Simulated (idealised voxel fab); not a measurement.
Process module under the name voxel wiring stack
Square cell edge 5 nm, section width 235 nm, ID cut.
Just so we're on the same page, the cross-sections are grids of square cells, and they're listed out in bands top to bottom, each band one or more rows deep.
Look at the band entry: it leads with the top's height and the bottom's height in nm. Then it lists the materials left to right, with a width in nm for each. The word "all across" on a single material says that material fills the band edge to edge. The word "air" is empty space.
Heads up on the height convention: 0 is the point under which the incoming wafer is all one material, and the lowest band has no bottom, it just keeps going down, like "0 nm and below".
The notation "30 to 40" denotes a width that varies across the rows of cells in the band, beginning at the first number in the top row, finishing at the second number in the bottom row, and changing by an identical amount from each row to the next.
When a step is marked "left unchanged", none of the cells in the cross-section changed during that step.
Any empty space of 8 cells or more lacking an open way to the top shows up in "Voids, fully enclosed" as width x height at distance, distance from the left edge, in nm.
Where a step's line continues beyond its settings, the continuation is a remark by the simulator itself on that step.
"overlay nm" on a masked step: distance the mask lay right of its planned place, negative for left.
PLANNED STEP LIST FOR THE PROCESS
1,op RECEIVE | material Si
2,op CONFORMAL_DEP | material SiO2 | thk nm 10
3,op DIRECTIONAL_DEP | material TiN | thk nm 5
4,op DIRECTIONAL_DEP | material W | thk nm 15
5,op MASKED_ETCH | tone cover | mask id METAL_1 | width nm 20 | pitch nm 50 | etch materials W | depth nm 15 | overlay nm 0
6,op MASKED_ETCH | tone cover | mask id METAL_1 | width nm 20 | pitch nm 50 | etch materials TiN | depth nm 5 | overlay nm 0
7,op FILL_DEP | material SiO2 | thk nm 10
8,op CMP | height nm 30
9,op CONFORMAL_DEP | material SiCN | thk nm 5
10,op DIRECTIONAL_DEP | material lowk | thk nm 25
11,op MASKED_ETCH | tone open | mask id METAL_2 | width nm 20 | pitch nm 50 | etch materials lowk | depth nm 15 | overlay nm -15
12,op PATTERN | tone open | mask id METAL_2_HOLES | material resist | width nm 15 | pitch nm 50 | thk nm 15 | overlay nm 0
13,op DIRECTIONAL_ETCH | etch materials lowk | depth nm 10
14,op DIRECTIONAL_ETCH | etch materials SiCN | depth nm 5
15,op STRIP | etch materials resist
16,op CONFORMAL_DEP | material TiN | thk nm 5
17,op FILL_DEP | material Ru | thk nm 5
18,op CMP | height nm 60
19,op CONFORMAL_DEP | material SiCN | thk nm 5
20,op DIRECTIONAL_DEP | material SiO2 | thk nm 20
21,op MASKED_ETCH | tone open | mask id PLUG_2 | width nm 15 | pitch nm 100 | etch materials SiO2 | depth nm 20 | overlay nm 0
22,op MASKED_ETCH | tone open | mask id PLUG_2 | width nm 15 | pitch nm 100 | etch materials SiCN | depth nm 5 | overlay nm 0
23,op CONFORMAL_DEP | material TiN | thk nm 5
24,op FILL_DEP | material Cu | thk nm 5
25,op CMP | height nm 85
26,op CONFORMAL_DEP | material SiN | thk nm 5
27,op DIRECTIONAL_DEP | material lowk | thk nm 20
28,op DIRECTIONAL_DEP | material aC | thk nm 10
29,op PATTERN | tone open | mask id METAL_3 | material resist | width nm 20 | pitch nm 50 | thk nm 30 | overlay nm 0
30,op DIRECTIONAL_ETCH | etch materials aC | depth nm 10
31,op STRIP | etch materials resist
32,op DIRECTIONAL_ETCH | etch materials lowk | depth nm 20
33,op DIRECTIONAL_ETCH | etch materials SiN | depth nm 5
34,op STRIP | etch materials aC
35,op CONFORMAL_DEP | material TiN | thk nm 5
36,op FILL_DEP | material Cu | thk nm 5
37,op CMP | height nm 110
38,op EPI | material Ru | thk nm 5
39,op FILL_DEP | material SiCN | thk nm 5
Across this set of wafers, the varied parameter is the overlay nm of step 11. Starting conditions are identical for every wafer, and the plan reports the value assigned to the first wafer.
THE FIRST OF SEVERAL WAFERS IN CROSS-SECTION, EXACTLY AS IT REACHED US AFTER STEP 1
- 0 nm and below  Si all across
- Voids, fully enclosed: none
QUICK LOOK AT THE CROSS-SECTION OF THE FIRST OF SEVERAL WAFERS AFTER STEP 39, WHICH WRAPS UP THE MODULE
- 120 nm to 115 nm  SiCN all across
- 115 nm to 110 nm  25 SiCN; 30 Ru; 20 SiCN; 30 Ru; 20 SiCN; 30 Ru; 20 SiCN; 30 Ru; 30 SiCN
- 110 nm to 90 nm  30 lowk; 5 TiN; 10 Cu; 5 TiN; 30 lowk; 5 TiN; 10 Cu; 5 TiN; 30 lowk; 5 TiN; 10 Cu; 5 TiN; 30 lowk; 5 TiN; 10 Cu; 5 TiN; 35 lowk
- 90 nm to 85 nm  30 SiN; 20 TiN; 30 SiN; 20 TiN; 30 SiN; 20 TiN; 30 SiN; 20 TiN; 35 SiN
- 85 nm to 65 nm  30 SiO2; 5 TiN; 5 Cu; 5 TiN; 85 SiO2; 5 TiN; 5 Cu; 5 TiN; 90 SiO2
- 65 nm to 60 nm  30 SiCN; 15 TiN; 85 SiCN; 15 TiN; 90 SiCN
- 60 nm to 50 nm  15 lowk; 5 TiN; 20 to 10 Ru; 5 to 15 TiN; 20 lowk; 5 TiN; 20 to 10 Ru; 5 to 15 TiN; 20 lowk; 5 TiN; 20 to 10 Ru; 5 to 15 TiN; 20 lowk; 5 TiN; 20 to 10 Ru; 5 to 15 TiN; 40 lowk
- 50 nm to 45 nm  15 lowk; 20 TiN; 30 lowk; 20 TiN; 30 lowk; 20 TiN; 30 lowk; 20 TiN; 50 lowk
- 45 nm to 35 nm  30 lowk; 5 TiN; 45 lowk; 5 TiN; 45 lowk; 5 TiN; 45 lowk; 5 TiN; 50 lowk
- 35 nm to 30 nm  30 SiCN; 5 TiN; 45 SiCN; 5 TiN; 45 SiCN; 5 TiN; 45 SiCN; 5 TiN; 50 SiCN
- 30 nm to 15 nm  30 SiO2; 20 W; 30 SiO2; 20 W; 30 SiO2; 20 W; 30 SiO2; 20 W; 35 SiO2
- 15 nm to 10 nm  30 SiO2; 20 TiN; 30 SiO2; 20 TiN; 30 SiO2; 20 TiN; 30 SiO2; 20 TiN; 35 SiO2
- 10 nm to 0 nm  SiO2 all across
- 0 nm and below  Si all across
- Voids, fully enclosed: none
THE MODULE'S END: A CROSS-SECTION OF THE LAST WAFER
- 120 nm to 115 nm  SiCN all across
- 115 nm to 110 nm  25 SiCN; 30 Ru; 20 SiCN; 30 Ru; 20 SiCN; 30 Ru; 20 SiCN; 30 Ru; 30 SiCN
- 110 nm to 90 nm  30 lowk; 5 TiN; 10 Cu; 5 TiN; 30 lowk; 5 TiN; 10 Cu; 5 TiN; 30 lowk; 5 TiN; 10 Cu; 5 TiN; 30 lowk; 5 TiN; 10 Cu; 5 TiN; 35 lowk
- 90 nm to 85 nm  30 SiN; 20 TiN; 30 SiN; 20 TiN; 30 SiN; 20 TiN; 30 SiN; 20 TiN; 35 SiN
- 85 nm to 65 nm  30 SiO2; 5 TiN; 5 Cu; 5 TiN; 85 SiO2; 5 TiN; 5 Cu; 5 TiN; 90 SiO2
- 65 nm to 60 nm  30 SiCN; 15 TiN; 85 SiCN; 15 TiN; 90 SiCN
- 60 nm to 50 nm  30 lowk; 5 to 20 TiN; 25 to 10 Ru; 5 TiN; 15 lowk; 5 to 20 TiN; 25 to 10 Ru; 5 TiN; 15 lowk; 5 to 20 TiN; 25 to 10 Ru; 5 TiN; 15 lowk; 5 to 20 TiN; 25 to 10 Ru; 5 TiN; 20 lowk
- 50 nm to 45 nm  45 lowk; 20 TiN; 30 lowk; 20 TiN; 30 lowk; 20 TiN; 30 lowk; 20 TiN; 20 lowk
- 45 nm to 35 nm  lowk all across
- 35 nm to 30 nm  SiCN all across
- 30 nm to 15 nm  30 SiO2; 20 W; 30 SiO2; 20 W; 30 SiO2; 20 W; 30 SiO2; 20 W; 35 SiO2
- 15 nm to 10 nm  30 SiO2; 20 TiN; 30 SiO2; 20 TiN; 30 SiO2; 20 TiN; 30 SiO2; 20 TiN; 35 SiO2
- 10 nm to 0 nm  SiO2 all across
- 0 nm and below  Si all across
- Voids, fully enclosed: none
EVERY ROW IN THIS TABLE IS A WAFER AT THE END OF THE MODULE, AND IT GIVES, FOR EACH OF THE MATERIALS, THE CELLS THAT WAFER HAS GAINED (+) OR LOST (-) SINCE IT WAS RECEIVED, THEN ITS CLOSED VOIDS
overlay nm -15, +40 Cu, +48 Ru, +154 SiCN, +31 SiN, +382 SiO2, +138 TiN, +48 W, +287 lowk, Voids, fully enclosed: none
overlay nm -10, +40 Cu, +44 Ru, +150 SiCN, +31 SiN, +382 SiO2, +146 TiN, +48 W, +287 lowk, Voids, fully enclosed: none
overlay nm -5, +40 Cu, +52 Ru, +146 SiCN, +31 SiN, +382 SiO2, +142 TiN, +48 W, +287 lowk, Voids, fully enclosed: none
overlay nm 0, +40 Cu, +52 Ru, +146 SiCN, +31 SiN, +382 SiO2, +142 TiN, +48 W, +287 lowk, Voids, fully enclosed: none
overlay nm 5, +40 Cu, +44 Ru, +150 SiCN, +31 SiN, +382 SiO2, +146 TiN, +48 W, +287 lowk, Voids, fully enclosed: none
overlay nm 10, +40 Cu, +48 Ru, +154 SiCN, +31 SiN, +382 SiO2, +138 TiN, +48 W, +287 lowk, Voids, fully enclosed: none
overlay nm 15, +40 Cu, +52 Ru, +158 SiCN, +31 SiN, +382 SiO2, +130 TiN, +48 W, +287 lowk, Voids, fully enclosed: none
